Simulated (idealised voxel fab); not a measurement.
Documented hereafter: the process module known as voxel gate over fins.
In the cross-section labelled cut, the width is 265 nm and each square cell is 5 nm.
Each cross-section below is a grid of square cells, stated as bands in top-down order, with one or more rows of cells making up each band.
The band entry comprises the height of the band's top followed by the height of its bottom, expressed in nm, and subsequently the band's materials from left to right, each stated together with its width in nm. Where a single material is marked with the word "all across", that material fills the band from edge to edge. The word "empty" represents empty space.
The reference from which all heights are counted is 0, the level beneath which the as-received wafer is entirely one material; the lowest band, having no lower bound, proceeds downward and is written after the example "from 0 down".
So if you see something like "30 to 40" for the width, read it as the top row of the band sitting at the first number and the bottom row at the second, with every row in between moving by the same amount as the last.
Where a step carries "nothing got changed", the cross-section came out of it unchanged, cell for cell.
Look at "closed voids" for the closed voids: empty spaces with no open path to the top, sized 8 cells or up. Each is width x height at distance, distance from the left edge, all nm.
It should be noted that, on the line of a given step, the content following the step's settings is a remark produced by the simulator itself with respect to that step.
On any step carrying a mask, the "overlay nm" setting, if present on the step's line, tells how far right of its planned place the mask lay; negative values point to the left.

-- Intended process steps
1. RECEIVE with material Si
2. CONFORMAL_DEP with material SiN, thk nm 5
3. DIRECTIONAL_DEP with material aC, thk nm 15
4. PATTERN with tone cover, mask id FINS, material resist, width nm 15, pitch nm 40, thk nm 35, overlay nm 0
5. DIRECTIONAL_ETCH with etch materials aC, depth nm 15
6. STRIP with etch materials resist
7. DIRECTIONAL_ETCH with etch materials SiN, depth nm 5
8. DIRECTIONAL_ETCH with etch materials Si, depth nm 40
9. STRIP with etch materials aC
10. FILL_DEP with material SiO2, thk nm 10
11. CMP with height nm 5
12. SELECTIVE_ETCH with etch materials SiO2, depth nm 15
13. STRIP with etch materials SiN
14. CONFORMAL_DEP with material HfO2, thk nm 5
15. CONFORMAL_DEP with material TiN, thk nm 5
16. FILL_DEP with material W, thk nm 15
17. CMP with height nm 20
18. CONFORMAL_DEP with material SiCN, thk nm 5

-- Wafer cross-section on receipt, i.e. after step 1
> from 0 down: Si all across
> closed voids: none

-- Here's the cross-section of the first of our two wafers at the end of the module - it ran as planned
> from 25 to 20: SiCN all across
> from 20 to 10: W all across
> from 10 to 5: 95 of W, 35 of TiN, 5 of W, 35 of TiN, 95 of W
> from 5 to 0: 95 of W, 5 of TiN, 25 of HfO2, 5 of TiN, 5 of W, 5 of TiN, 25 of HfO2, 5 of TiN, 95 of W
> from 0 to -5: 100 of TiN, 5 of HfO2, 15 of Si, 5 of HfO2, 15 of TiN, 5 of HfO2, 15 of Si, 5 of HfO2, 100 of TiN
> from -5 to -10: 105 of HfO2, 15 of Si, 25 of HfO2, 15 of Si, 105 of HfO2
> from -10 to -40: 105 of SiO2, 15 of Si, 25 of SiO2, 15 of Si, 105 of SiO2
> from -40 down: Si all across
> closed voids: none

-- second wafer at the end: like start, like plan, one mistake
> from 25 to 20: SiCN all across
> from 20 to 10: W all across
> from 10 to 5: 100 of W, 35 of TiN, 5 of W, 35 of TiN, 90 of W
> from 5 to 0: 100 of W, 5 of TiN, 25 of HfO2, 5 of TiN, 5 of W, 5 of TiN, 25 of HfO2, 5 of TiN, 90 of W
> from 0 to -5: 105 of TiN, 5 of HfO2, 15 of Si, 5 of HfO2, 15 of TiN, 5 of HfO2, 15 of Si, 5 of HfO2, 95 of TiN
> from -5 to -10: 110 of HfO2, 15 of Si, 25 of HfO2, 15 of Si, 100 of HfO2
> from -10 to -40: 110 of SiO2, 15 of Si, 25 of SiO2, 15 of Si, 100 of SiO2
> from -40 down: Si all across
> closed voids: none
It is concluded that the wafer was processed incorrectly with respect to the plan, in that step 4 was not run as planned; what actually ran was PATTERN with tone cover, mask id FINS, material resist, width nm 15, pitch nm 40, thk nm 35, overlay nm 5
The two final wafers agree on how many cells each material fills and disagree on which cells those are.
